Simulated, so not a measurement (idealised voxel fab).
The following process module bears the name voxel wiring stack.
Section cut is 275 nm wide and gridded with 5 nm square cells.
Bands, listed from the top down, are how a cross-section gets written in this document; the cross-section itself is a grid of square cells, and a band is one or more rows of them. First you get the band's top height and its bottom height, in nm, and then the materials it's made of, left to right, with each width in nm. If you see a single material with "edge to edge", that one covers the band edge to edge. "empty" is empty space. Where do heights start? At 0: under that level the wafer as delivered is made of one material only. And the lowest band has no floor; it just carries on downward, as in "top 0, no bottom". A width such as "30..40" changes by the same amount from each row of cells to the next, from the band's top row to its bottom row. "nothing altered" -> step changed no cross-section cell. You'll see "Closed void register" listing empty spaces that have no way open to the top, as long as they're 8 cells or more; the notation is width x height at distance, where the distance is from the left edge, and all of it is in nm. after a step's settings: what the simulator itself notes on the step. A step line may carry the setting "overlay nm", which, for steps involving a mask, states the distance by which the mask lay to the right of its intended position; negative values denote displacement to the left.
Process steps foreseen in the plan:
1) RECEIVE (material Si)
2) CONFORMAL_DEP (material SiO2; thk nm 10)
3) DIRECTIONAL_DEP (material TiN; thk nm 5)
4) DIRECTIONAL_DEP (material W; thk nm 15)
5) DIRECTIONAL_DEP (material aC; thk nm 15)
6) PATTERN (tone cover; mask id METAL_1; material resist; width nm 30; pitch nm 55; thk nm 30; overlay nm 0)
7) DIRECTIONAL_ETCH (etch materials aC; depth nm 15)
8) STRIP (etch materials resist)
9) DIRECTIONAL_ETCH (etch materials W; depth nm 15)
10) DIRECTIONAL_ETCH (etch materials TiN; depth nm 5)
11) STRIP (etch materials aC)
12) CONFORMAL_DEP (material SiCN; thk nm 5)
13) FILL_DEP (material SiO2; thk nm 10)
14) CMP (height nm 30)
15) CONFORMAL_DEP (material SiCN; thk nm 5)
16) DIRECTIONAL_DEP (material SiO2; thk nm 20)
17) PATTERN (tone open; mask id PLUG_1; material resist; width nm 15; pitch nm 55; thk nm 20; overlay nm 0)
18) DIRECTIONAL_ETCH (etch materials SiO2; depth nm 20)
19) DIRECTIONAL_ETCH (etch materials SiCN; depth nm 5)
20) STRIP (etch materials resist)
21) EPI (material Ru; thk nm 10)
22) EPI (material Ru; thk nm 10)
23) EPI (material Ru; thk nm 5)
24) DIRECTIONAL_DEP (material TiN; thk nm 5)
25) DIRECTIONAL_DEP (material Ru; thk nm 25)
26) DIRECTIONAL_DEP (material aC; thk nm 15)
27) PATTERN (tone cover; mask id METAL_2; material resist; width nm 30; pitch nm 55; thk nm 35; overlay nm 0)
28) DIRECTIONAL_ETCH (etch materials aC; depth nm 15)
29) STRIP (etch materials resist)
30) DIRECTIONAL_ETCH (etch materials Ru; depth nm 25)
31) DIRECTIONAL_ETCH (etch materials TiN; depth nm 5)
32) STRIP (etch materials aC)
33) FILL_DEP (material lowk; thk nm 5)
34) CMP (height nm 85)
35) CONFORMAL_DEP (material SiCN; thk nm 5)
36) DIRECTIONAL_DEP (material lowk; thk nm 20)
37) PATTERN (tone open; mask id PLUG_2; material resist; width nm 15; pitch nm 110; thk nm 20; overlay nm 0)
38) DIRECTIONAL_ETCH (etch materials lowk; depth nm 20)
39) DIRECTIONAL_ETCH (etch materials SiCN; depth nm 5)
40) STRIP (etch materials resist)
41) CONFORMAL_DEP (material TiN; thk nm 5)
42) FILL_DEP (material Ru; thk nm 10)
43) CMP (height nm 110)
44) DIRECTIONAL_DEP (material TiN; thk nm 5)
45) DIRECTIONAL_DEP (material Ru; thk nm 15)
46) PATTERN (tone cover; mask id METAL_3; material resist; width nm 30; pitch nm 55; thk nm 20; overlay nm 0)
47) DIRECTIONAL_ETCH (etch materials Ru; depth nm 15)
48) DIRECTIONAL_ETCH (etch materials TiN; depth nm 5)
49) STRIP (etch materials resist)
50) CONFORMAL_DEP (material SiN; thk nm 5)
51) FILL_DEP (material lowk; thk nm 10)
52) CMP (height nm 130)
53) CONFORMAL_DEP (material SiCN; thk nm 5)
54) DIRECTIONAL_DEP (material SiO2; thk nm 30)
55) MASKED_ETCH (tone open; mask id METAL_4; width nm 30; pitch nm 55; etch materials SiO2; depth nm 20; overlay nm 0)
56) MASKED_ETCH (tone open; mask id METAL_4_HOLES; width nm 15; pitch nm 55; etch materials SiO2; depth nm 10; overlay nm 0)
57) MASKED_ETCH (tone open; mask id METAL_4_HOLES; width nm 15; pitch nm 55; etch materials SiCN; depth nm 5; overlay nm 0)
58) CONFORMAL_DEP (material TiN; thk nm 5)
59) FILL_DEP (material Cu; thk nm 5)
60) CMP (height nm 165)
61) CONFORMAL_DEP (material SiCN; thk nm 5)
first wafer, as planned:
Incoming wafer in cross-section (state: after step 1):
  top 0, no bottom = Si edge to edge
  Closed void register: none
Sectional view: wafer, after step 2:
  top 10, bottom 0 = SiO2 edge to edge
  Heights below 0 show no change.
Sectional view: wafer, after step 3:
  top 15, bottom 10 = TiN edge to edge
  Heights below 10 show no change.
Sectional view: wafer, after step 4:
  top 30, bottom 15 = W edge to edge
  Heights below 15 show no change.
Sectional view: wafer, after step 5:
  top 45, bottom 30 = aC edge to edge
  Heights below 30 show no change.
Sectional view: wafer, after step 6:
  top 75, bottom 45 = 65 nm empty | 30 nm resist | 25 nm empty | 30 nm resist | 25 nm empty | 30 nm resist | 70 nm empty
  Heights below 45 show no change.
Sectional view: wafer, after step 7:
  top 60, bottom 45 = 65 nm empty | 30 nm resist | 25 nm empty | 30 nm resist | 25 nm empty | 30 nm resist | 70 nm empty
  top 45, bottom 30 = 65 nm empty | 30 nm aC | 25 nm empty | 30 nm aC | 25 nm empty | 30 nm aC | 70 nm empty
  Heights below 30 show no change.
Sectional view: wafer, after step 8:
  top 45, bottom 30 = 65 nm empty | 30 nm aC | 25 nm empty | 30 nm aC | 25 nm empty | 30 nm aC | 70 nm empty
  Heights below 30 show no change.
Sectional view: wafer, after step 9:
  top 45, bottom 30 = 65 nm empty | 30 nm aC | 25 nm empty | 30 nm aC | 25 nm empty | 30 nm aC | 70 nm empty
  top 30, bottom 15 = 65 nm empty | 30 nm W | 25 nm empty | 30 nm W | 25 nm empty | 30 nm W | 70 nm empty
  Heights below 15 show no change.
Sectional view: wafer, after step 10:
  top 45, bottom 30 = 65 nm empty | 30 nm aC | 25 nm empty | 30 nm aC | 25 nm empty | 30 nm aC | 70 nm empty
  top 30, bottom 15 = 65 nm empty | 30 nm W | 25 nm empty | 30 nm W | 25 nm empty | 30 nm W | 70 nm empty
  top 15, bottom 10 = 65 nm empty | 30 nm TiN | 25 nm empty | 30 nm TiN | 25 nm empty | 30 nm TiN | 70 nm empty
  Heights below 10 show no change.
Sectional view: wafer, after step 11:
  top 30, bottom 15 = 65 nm empty | 30 nm W | 25 nm empty | 30 nm W | 25 nm empty | 30 nm W | 70 nm empty
  Heights below 15 show no change.
Sectional view: wafer, after step 12:
  top 35, bottom 30 = 60 nm empty | 40 nm SiCN | 15 nm empty | 40 nm SiCN | 15 nm empty | 40 nm SiCN | 65 nm empty
  top 30, bottom 15 = 60 nm empty | 5 nm SiCN | 30 nm W | 5 nm SiCN | 15 nm empty | 5 nm SiCN | 30 nm W | 5 nm SiCN | 15 nm empty | 5 nm SiCN | 30 nm W | 5 nm SiCN | 65 nm empty
  top 15, bottom 10 = 65 nm SiCN | 30 nm TiN | 25 nm SiCN | 30 nm TiN | 25 nm SiCN | 30 nm TiN | 70 nm SiCN
  Heights below 10 show no change.
Sectional view: wafer, after step 13:
  top 45, bottom 35 = SiO2 edge to edge
  top 35, bottom 30 = 60 nm SiO2 | 40 nm SiCN | 15 nm SiO2 | 40 nm SiCN | 15 nm SiO2 | 40 nm SiCN | 65 nm SiO2
  top 30, bottom 15 = 60 nm SiO2 | 5 nm SiCN | 30 nm W | 5 nm SiCN | 15 nm SiO2 | 5 nm SiCN | 30 nm W | 5 nm SiCN | 15 nm SiO2 | 5 nm SiCN | 30 nm W | 5 nm SiCN | 65 nm SiO2
  Heights below 15 show no change.
Sectional view: wafer, after step 14:
  top 30, bottom 15 = 60 nm SiO2 | 5 nm SiCN | 30 nm W | 5 nm SiCN | 15 nm SiO2 | 5 nm SiCN | 30 nm W | 5 nm SiCN | 15 nm SiO2 | 5 nm SiCN | 30 nm W | 5 nm SiCN | 65 nm SiO2
  Heights below 15 show no change.
Sectional view: wafer, after step 15:
  top 35, bottom 30 = SiCN edge to edge
  Heights below 30 show no change.
Sectional view: wafer, after step 16:
  top 55, bottom 35 = SiO2 edge to edge
  Heights below 35 show no change.
Sectional view: wafer, after step 17:
  top 75, bottom 55 = 65 nm resist | 15 nm empty | 40 nm resist | 15 nm empty | 40 nm resist | 15 nm empty | 85 nm resist
  Heights below 55 show no change.
Sectional view: wafer, after step 18:
  top 75, bottom 55 = 65 nm resist | 15 nm empty | 40 nm resist | 15 nm empty | 40 nm resist | 15 nm empty | 85 nm resist
  top 55, bottom 35 = 65 nm SiO2 | 15 nm empty | 40 nm SiO2 | 15 nm empty | 40 nm SiO2 | 15 nm empty | 85 nm SiO2
  Heights below 35 show no change.
Sectional view: wafer, after step 19:
  top 75, bottom 55 = 65 nm resist | 15 nm empty | 40 nm resist | 15 nm empty | 40 nm resist | 15 nm empty | 85 nm resist
  top 55, bottom 35 = 65 nm SiO2 | 15 nm empty | 40 nm SiO2 | 15 nm empty | 40 nm SiO2 | 15 nm empty | 85 nm SiO2
  top 35, bottom 30 = 65 nm SiCN | 15 nm empty | 40 nm SiCN | 15 nm empty | 40 nm SiCN | 15 nm empty | 85 nm SiCN
  Heights below 30 show no change.
Sectional view: wafer, after step 20:
  top 55, bottom 35 = 65 nm SiO2 | 15 nm empty | 40 nm SiO2 | 15 nm empty | 40 nm SiO2 | 15 nm empty | 85 nm SiO2
  Heights below 35 show no change.
Sectional view: wafer, after step 21:
  top 55, bottom 40 = 65 nm SiO2 | 15 nm empty | 40 nm SiO2 | 15 nm empty | 40 nm SiO2 | 15 nm empty | 85 nm SiO2
  top 40, bottom 35 = 65 nm SiO2 | 15 nm Ru | 40 nm SiO2 | 15 nm Ru | 40 nm SiO2 | 15 nm Ru | 85 nm SiO2
  top 35, bottom 30 = 65 nm SiCN | 15 nm Ru | 40 nm SiCN | 15 nm Ru | 40 nm SiCN | 15 nm Ru | 85 nm SiCN
  Heights below 30 show no change.
Sectional view: wafer, after step 22:
  top 55, bottom 50 = 65 nm SiO2 | 15 nm empty | 40 nm SiO2 | 15 nm empty | 40 nm SiO2 | 15 nm empty | 85 nm SiO2
  top 50, bottom 35 = 65 nm SiO2 | 15 nm Ru | 40 nm SiO2 | 15 nm Ru | 40 nm SiO2 | 15 nm Ru | 85 nm SiO2
  Heights below 35 show no change.
Sectional view: wafer, after step 23:
  top 55, bottom 35 = 65 nm SiO2 | 15 nm Ru | 40 nm SiO2 | 15 nm Ru | 40 nm SiO2 | 15 nm Ru | 85 nm SiO2
  Heights below 35 show no change.
Sectional view: wafer, after step 24:
  top 60, bottom 55 = TiN edge to edge
  Heights below 55 show no change.
Sectional view: wafer, after step 25:
  top 85, bottom 60 = Ru edge to edge
  Heights below 60 show no change.
Sectional view: wafer, after step 26:
  top 100, bottom 85 = aC edge to edge
  Heights below 85 show no change.
Sectional view: wafer, after step 27:
  top 135, bottom 100 = 65 nm empty | 30 nm resist | 25 nm empty | 30 nm resist | 25 nm empty | 30 nm resist | 70 nm empty
  Heights below 100 show no change.
Sectional view: wafer, after step 28:
  top 120, bottom 100 = 65 nm empty | 30 nm resist | 25 nm empty | 30 nm resist | 25 nm empty | 30 nm resist | 70 nm empty
  top 100, bottom 85 = 65 nm empty | 30 nm aC | 25 nm empty | 30 nm aC | 25 nm empty | 30 nm aC | 70 nm empty
  Heights below 85 show no change.
Sectional view: wafer, after step 29:
  top 100, bottom 85 = 65 nm empty | 30 nm aC | 25 nm empty | 30 nm aC | 25 nm empty | 30 nm aC | 70 nm empty
  Heights below 85 show no change.
Sectional view: wafer, after step 30:
  top 100, bottom 85 = 65 nm empty | 30 nm aC | 25 nm empty | 30 nm aC | 25 nm empty | 30 nm aC | 70 nm empty
  top 85, bottom 60 = 65 nm empty | 30 nm Ru | 25 nm empty | 30 nm Ru | 25 nm empty | 30 nm Ru | 70 nm empty
  Heights below 60 show no change.
Sectional view: wafer, after step 31:
  top 100, bottom 85 = 65 nm empty | 30 nm aC | 25 nm empty | 30 nm aC | 25 nm empty | 30 nm aC | 70 nm empty
  top 85, bottom 60 = 65 nm empty | 30 nm Ru | 25 nm empty | 30 nm Ru | 25 nm empty | 30 nm Ru | 70 nm empty
  top 60, bottom 55 = 65 nm empty | 30 nm TiN | 25 nm empty | 30 nm TiN | 25 nm empty | 30 nm TiN | 70 nm empty
  Heights below 55 show no change.
Sectional view: wafer, after step 32:
  top 85, bottom 60 = 65 nm empty | 30 nm Ru | 25 nm empty | 30 nm Ru | 25 nm empty | 30 nm Ru | 70 nm empty
  Heights below 60 show no change.
Sectional view: wafer, after step 33:
  top 90, bottom 85 = lowk edge to edge
  top 85, bottom 60 = 65 nm lowk | 30 nm Ru | 25 nm lowk | 30 nm Ru | 25 nm lowk | 30 nm Ru | 70 nm lowk
  top 60, bottom 55 = 65 nm lowk | 30 nm TiN | 25 nm lowk | 30 nm TiN | 25 nm lowk | 30 nm TiN | 70 nm lowk
  Heights below 55 show no change.
Sectional view: wafer, after step 34:
  top 85, bottom 60 = 65 nm lowk | 30 nm Ru | 25 nm lowk | 30 nm Ru | 25 nm lowk | 30 nm Ru | 70 nm lowk
  Heights below 60 show no change.
Sectional view: wafer, after step 35:
  top 90, bottom 85 = SiCN edge to edge
  Heights below 85 show no change.
Sectional view: wafer, after step 36:
  top 110, bottom 90 = lowk edge to edge
  Heights below 90 show no change.
Sectional view: wafer, after step 37:
  top 130, bottom 110 = 65 nm resist | 15 nm empty | 95 nm resist | 15 nm empty | 85 nm resist
  Heights below 110 show no change.
Sectional view: wafer, after step 38:
  top 130, bottom 110 = 65 nm resist | 15 nm empty | 95 nm resist | 15 nm empty | 85 nm resist
  top 110, bottom 90 = 65 nm lowk | 15 nm empty | 95 nm lowk | 15 nm empty | 85 nm lowk
  Heights below 90 show no change.
Sectional view: wafer, after step 39:
  top 130, bottom 110 = 65 nm resist | 15 nm empty | 95 nm resist | 15 nm empty | 85 nm resist
  top 110, bottom 90 = 65 nm lowk | 15 nm empty | 95 nm lowk | 15 nm empty | 85 nm lowk
  top 90, bottom 85 = 65 nm SiCN | 15 nm empty | 95 nm SiCN | 15 nm empty | 85 nm SiCN
  Heights below 85 show no change.
Sectional view: wafer, after step 40:
  top 110, bottom 90 = 65 nm lowk | 15 nm empty | 95 nm lowk | 15 nm empty | 85 nm lowk
  Heights below 90 show no change.
Sectional view: wafer, after step 41:
  top 115, bottom 110 = 70 nm TiN | 5 nm empty | 105 nm TiN | 5 nm empty | 90 nm TiN
  top 110, bottom 90 = 65 nm lowk | 5 nm TiN | 5 nm empty | 5 nm TiN | 95 nm lowk | 5 nm TiN | 5 nm empty | 5 nm TiN | 85 nm lowk
  top 90, bottom 85 = 65 nm SiCN | 15 nm TiN | 95 nm SiCN | 15 nm TiN | 85 nm SiCN
  Heights below 85 show no change.
Sectional view: wafer, after step 42:
  top 125, bottom 115 = Ru edge to edge
  top 115, bottom 110 = 70 nm TiN | 5 nm Ru | 105 nm TiN | 5 nm Ru | 90 nm TiN
  top 110, bottom 90 = 65 nm lowk | 5 nm TiN | 5 nm Ru | 5 nm TiN | 95 nm lowk | 5 nm TiN | 5 nm Ru | 5 nm TiN | 85 nm lowk
  Heights below 90 show no change.
Sectional view: wafer, after step 43:
  top 110, bottom 90 = 65 nm lowk | 5 nm TiN | 5 nm Ru | 5 nm TiN | 95 nm lowk | 5 nm TiN | 5 nm Ru | 5 nm TiN | 85 nm lowk
  Heights below 90 show no change.
Sectional view: wafer, after step 44:
  top 115, bottom 110 = TiN edge to edge
  Heights below 110 show no change.
Sectional view: wafer, after step 45:
  top 130, bottom 115 = Ru edge to edge
  Heights below 115 show no change.
Sectional view: wafer, after step 46:
  top 150, bottom 130 = 65 nm empty | 30 nm resist | 25 nm empty | 30 nm resist | 25 nm empty | 30 nm resist | 70 nm empty
  Heights below 130 show no change.
Sectional view: wafer, after step 47:
  top 150, bottom 130 = 65 nm empty | 30 nm resist | 25 nm empty | 30 nm resist | 25 nm empty | 30 nm resist | 70 nm empty
  top 130, bottom 115 = 65 nm empty | 30 nm Ru | 25 nm empty | 30 nm Ru | 25 nm empty | 30 nm Ru | 70 nm empty
  Heights below 115 show no change.
Sectional view: wafer, after step 48:
  top 150, bottom 130 = 65 nm empty | 30 nm resist | 25 nm empty | 30 nm resist | 25 nm empty | 30 nm resist | 70 nm empty
  top 130, bottom 115 = 65 nm empty | 30 nm Ru | 25 nm empty | 30 nm Ru | 25 nm empty | 30 nm Ru | 70 nm empty
  top 115, bottom 110 = 65 nm empty | 30 nm TiN | 25 nm empty | 30 nm TiN | 25 nm empty | 30 nm TiN | 70 nm empty
  Heights below 110 show no change.
Sectional view: wafer, after step 49:
  top 130, bottom 115 = 65 nm empty | 30 nm Ru | 25 nm empty | 30 nm Ru | 25 nm empty | 30 nm Ru | 70 nm empty
  Heights below 115 show no change.
Sectional view: wafer, after step 50:
  top 135, bottom 130 = 60 nm empty | 40 nm SiN | 15 nm empty | 40 nm SiN | 15 nm empty | 40 nm SiN | 65 nm empty
  top 130, bottom 115 = 60 nm empty | 5 nm SiN | 30 nm Ru | 5 nm SiN | 15 nm empty | 5 nm SiN | 30 nm Ru | 5 nm SiN | 15 nm empty | 5 nm SiN | 30 nm Ru | 5 nm SiN | 65 nm empty
  top 115, bottom 110 = 65 nm SiN | 30 nm TiN | 25 nm SiN | 30 nm TiN | 25 nm SiN | 30 nm TiN | 70 nm SiN
  Heights below 110 show no change.
Sectional view: wafer, after step 51:
  top 145, bottom 135 = lowk edge to edge
  top 135, bottom 130 = 60 nm lowk | 40 nm SiN | 15 nm lowk | 40 nm SiN | 15 nm lowk | 40 nm SiN | 65 nm lowk
  top 130, bottom 115 = 60 nm lowk | 5 nm SiN | 30 nm Ru | 5 nm SiN | 15 nm lowk | 5 nm SiN | 30 nm Ru | 5 nm SiN | 15 nm lowk | 5 nm SiN | 30 nm Ru | 5 nm SiN | 65 nm lowk
  Heights below 115 show no change.
Sectional view: wafer, after step 52:
  top 130, bottom 115 = 60 nm lowk | 5 nm SiN | 30 nm Ru | 5 nm SiN | 15 nm lowk | 5 nm SiN | 30 nm Ru | 5 nm SiN | 15 nm lowk | 5 nm SiN | 30 nm Ru | 5 nm SiN | 65 nm lowk
  Heights below 115 show no change.
Sectional view: wafer, after step 53:
  top 135, bottom 130 = SiCN edge to edge
  Heights below 130 show no change.
Sectional view: wafer, after step 54:
  top 165, bottom 135 = SiO2 edge to edge
  Heights below 135 show no change.
Sectional view: wafer, after step 55:
  top 165, bottom 145 = 65 nm SiO2 | 30 nm empty | 25 nm SiO2 | 30 nm empty | 25 nm SiO2 | 30 nm empty | 70 nm SiO2
  Heights below 145 show no change.
Sectional view: wafer, after step 56:
  top 165, bottom 145 = 65 nm SiO2 | 30 nm empty | 25 nm SiO2 | 30 nm empty | 25 nm SiO2 | 30 nm empty | 70 nm SiO2
  top 145, bottom 135 = 65 nm SiO2 | 15 nm empty | 40 nm SiO2 | 15 nm empty | 40 nm SiO2 | 15 nm empty | 85 nm SiO2
  Heights below 135 show no change.
Sectional view: wafer, after step 57:
  top 165, bottom 145 = 65 nm SiO2 | 30 nm empty | 25 nm SiO2 | 30 nm empty | 25 nm SiO2 | 30 nm empty | 70 nm SiO2
  top 145, bottom 135 = 65 nm SiO2 | 15 nm empty | 40 nm SiO2 | 15 nm empty | 40 nm SiO2 | 15 nm empty | 85 nm SiO2
  top 135, bottom 130 = 65 nm SiCN | 15 nm empty | 40 nm SiCN | 15 nm empty | 40 nm SiCN | 15 nm empty | 85 nm SiCN
  Heights below 130 show no change.
Sectional view: wafer, after step 58:
  top 170, bottom 165 = 70 nm TiN | 20 nm empty | 35 nm TiN | 20 nm empty | 35 nm TiN | 20 nm empty | 75 nm TiN
  top 165, bottom 150 = 65 nm SiO2 | 5 nm TiN | 20 nm empty | 5 nm TiN | 25 nm SiO2 | 5 nm TiN | 20 nm empty | 5 nm TiN | 25 nm SiO2 | 5 nm TiN | 20 nm empty | 5 nm TiN | 70 nm SiO2
  top 150, bottom 145 = 65 nm SiO2 | 5 nm TiN | 5 nm empty | 20 nm TiN | 25 nm SiO2 | 5 nm TiN | 5 nm empty | 20 nm TiN | 25 nm SiO2 | 5 nm TiN | 5 nm empty | 20 nm TiN | 70 nm SiO2
  top 145, bottom 135 = 65 nm SiO2 | 5 nm TiN | 5 nm empty | 5 nm TiN | 40 nm SiO2 | 5 nm TiN | 5 nm empty | 5 nm TiN | 40 nm SiO2 | 5 nm TiN | 5 nm empty | 5 nm TiN | 85 nm SiO2
  top 135, bottom 130 = 65 nm SiCN | 15 nm TiN | 40 nm SiCN | 15 nm TiN | 40 nm SiCN | 15 nm TiN | 85 nm SiCN
  Heights below 130 show no change.
Sectional view: wafer, after step 59:
  top 175, bottom 170 = Cu edge to edge
  top 170, bottom 165 = 70 nm TiN | 20 nm Cu | 35 nm TiN | 20 nm Cu | 35 nm TiN | 20 nm Cu | 75 nm TiN
  top 165, bottom 150 = 65 nm SiO2 | 5 nm TiN | 20 nm Cu | 5 nm TiN | 25 nm SiO2 | 5 nm TiN | 20 nm Cu | 5 nm TiN | 25 nm SiO2 | 5 nm TiN | 20 nm Cu | 5 nm TiN | 70 nm SiO2
  top 150, bottom 145 = 65 nm SiO2 | 5 nm TiN | 5 nm Cu | 20 nm TiN | 25 nm SiO2 | 5 nm TiN | 5 nm Cu | 20 nm TiN | 25 nm SiO2 | 5 nm TiN | 5 nm Cu | 20 nm TiN | 70 nm SiO2
  top 145, bottom 135 = 65 nm SiO2 | 5 nm TiN | 5 nm Cu | 5 nm TiN | 40 nm SiO2 | 5 nm TiN | 5 nm Cu | 5 nm TiN | 40 nm SiO2 | 5 nm TiN | 5 nm Cu | 5 nm TiN | 85 nm SiO2
  Heights below 135 show no change.
Sectional view: wafer, after step 60:
  top 165, bottom 150 = 65 nm SiO2 | 5 nm TiN | 20 nm Cu | 5 nm TiN | 25 nm SiO2 | 5 nm TiN | 20 nm Cu | 5 nm TiN | 25 nm SiO2 | 5 nm TiN | 20 nm Cu | 5 nm TiN | 70 nm SiO2
  Heights below 150 show no change.
Sectional view: wafer, after step 61:
  top 170, bottom 165 = SiCN edge to edge
  Heights below 165 show no change.
Notes, second wafer: start = first wafer's, plan = first wafer's, execution had one mistake; history identical to first through step 52:
Second wafer profile in section, at the moment step 53 of the plan was meant to be complete:
  top 160, bottom 130 = SiO2 edge to edge
  Heights below 130 show no change.
Second wafer profile in section, at the moment step 54 of the plan was meant to be complete:
  top 165, bottom 160 = SiCN edge to edge
  Heights below 160 show no change.
Second wafer profile in section, at the moment step 55 of the plan was meant to be complete: nothing altered
Second wafer profile in section, at the moment step 56 of the plan was meant to be complete: nothing altered
Second wafer profile in section, at the moment step 57 of the plan was meant to be complete:
  top 165, bottom 160 = 65 nm SiCN | 15 nm empty | 40 nm SiCN | 15 nm empty | 40 nm SiCN | 15 nm empty | 85 nm SiCN
  Heights below 160 show no change.
Second wafer profile in section, at the moment step 58 of the plan was meant to be complete:
  top 170, bottom 165 = 70 nm TiN | 5 nm empty | 50 nm TiN | 5 nm empty | 50 nm TiN | 5 nm empty | 90 nm TiN
  top 165, bottom 160 = 65 nm SiCN | 15 nm TiN | 40 nm SiCN | 15 nm TiN | 40 nm SiCN | 15 nm TiN | 85 nm SiCN
  Heights below 160 show no change.
Second wafer profile in section, at the moment step 59 of the plan was meant to be complete:
  top 175, bottom 170 = Cu edge to edge
  top 170, bottom 165 = 70 nm TiN | 5 nm Cu | 50 nm TiN | 5 nm Cu | 50 nm TiN | 5 nm Cu | 90 nm TiN
  Heights below 165 show no change.
Second wafer profile in section, at the moment step 60 of the plan was meant to be complete:
  top 165, bottom 160 = 65 nm SiCN | 15 nm TiN | 40 nm SiCN | 15 nm TiN | 40 nm SiCN | 15 nm TiN | 85 nm SiCN
  Heights below 160 show no change.
Second wafer profile in section, at the moment step 61 of the plan was meant to be complete:
  top 170, bottom 165 = SiCN edge to edge
  Heights below 165 show no change.
Run error: a sequencing error occurred in which plan steps 53 and 54 were transposed
Looking at both finished wafers in cells, the second ends up ahead of or behind the first on some materials: -45 Cu; +90 SiO2; -45 TiN
